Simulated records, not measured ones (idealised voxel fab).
Proc. module: voxel released beams
Cross-section cut spans 185 nm and uses square cells 5 nm in size.
Each cross-section below is a grid of square cells, stated as bands in top-down order, with one or more rows of cells making up each band. Top height, bottom height, nm. Materials left to right, width each, nm. Single material + "everywhere" = fills band edge to edge. "empty" = empty. Basically, 0 is our baseline, since under it the wafer straight out of the box is all one material. The bottom band has no lower end and keeps on going down, so it looks like "0..down". The two numbers in a width such as "30 to 40" mark its ends across the band: the first belongs to the top row of cells, the second to the bottom row, and from each row to the next the width moves by the same amount. "remained unchanged" means the step left every cell of the cross-section as it was. In "Unvented cavities" the enclosed voids are listed, meaning empty spaces of 8 cells or larger without any opening to the top. The form is width x height at distance, distance from the left edge, units nm. Post-settings text on a step line: simulator's own remark regarding the step. For masked steps, "overlay nm" on the step line gives how far right of plan the mask actually lay; a minus sign means it lay to the left.

PLANNED STEP LIST FOR THE PROCESS
- 1: RECEIVE [material Si]
- 2: CONFORMAL_DEP [material SiN] [thk nm 5]
- 3: DIRECTIONAL_DEP [material SiO2] [thk nm 10]
- 4: MASKED_ETCH [tone open] [mask id ANCHOR] [width nm 45] [etch materials SiO2] [depth nm 10] [overlay nm 0]
- 5: CONFORMAL_DEP [material TiN] [thk nm 15]
- 6: DIRECTIONAL_DEP [material aC] [thk nm 15]
- 7: PATTERN [tone cover] [mask id BEAM] [material resist] [width nm 120] [thk nm 30] [overlay nm 0]
- 8: DIRECTIONAL_ETCH [etch materials aC] [depth nm 15]
- 9: STRIP [etch materials resist]
- 10: DIRECTIONAL_ETCH [etch materials TiN] [depth nm 15]
- 11: STRIP [etch materials aC]
- 12: STRIP [etch materials SiO2]

AS-RECEIVED STATE OF THE WAFER IN CROSS-SECTION, EQUIVALENT TO POST-STEP 1
- 0..down  Si everywhere
- Unvented cavities: none

FIRST OF TWO WAFERS: CROSS-SECTION AT END OF MODULE, RUN PER PLAN
- 30..20  empty 30 / TiN 20 / empty 15 / TiN 85 / empty 35
- 20..15  empty 30 / TiN 120 / empty 35
- 15..5  empty 35 / TiN 45 / empty 105
- 5..0  SiN everywhere
- 0..down  Si everywhere
- Unvented cavities: none

THIS CROSS-SECTION BELONGS TO THE SECOND WAFER OF TWO AT THE END OF THE MODULE; THE START AND THE PLAN WERE SHARED WITH THE FIRST, AND THE RUN INCLUDED ONE MISTAKE
- 45..30  empty 30 / TiN 120 / empty 35
- 30..15  TiN everywhere
- 15..5  SiO2 35 / TiN 45 / SiO2 105
- 5..0  SiN everywhere
- 0..down  Si everywhere
- Unvented cavities: none
Deviation from plan: twice over, step 5 of the plan was run
Final comparison by cell count, materials where the second wafer has more or fewer than the first: SiO2 +56; TiN +117
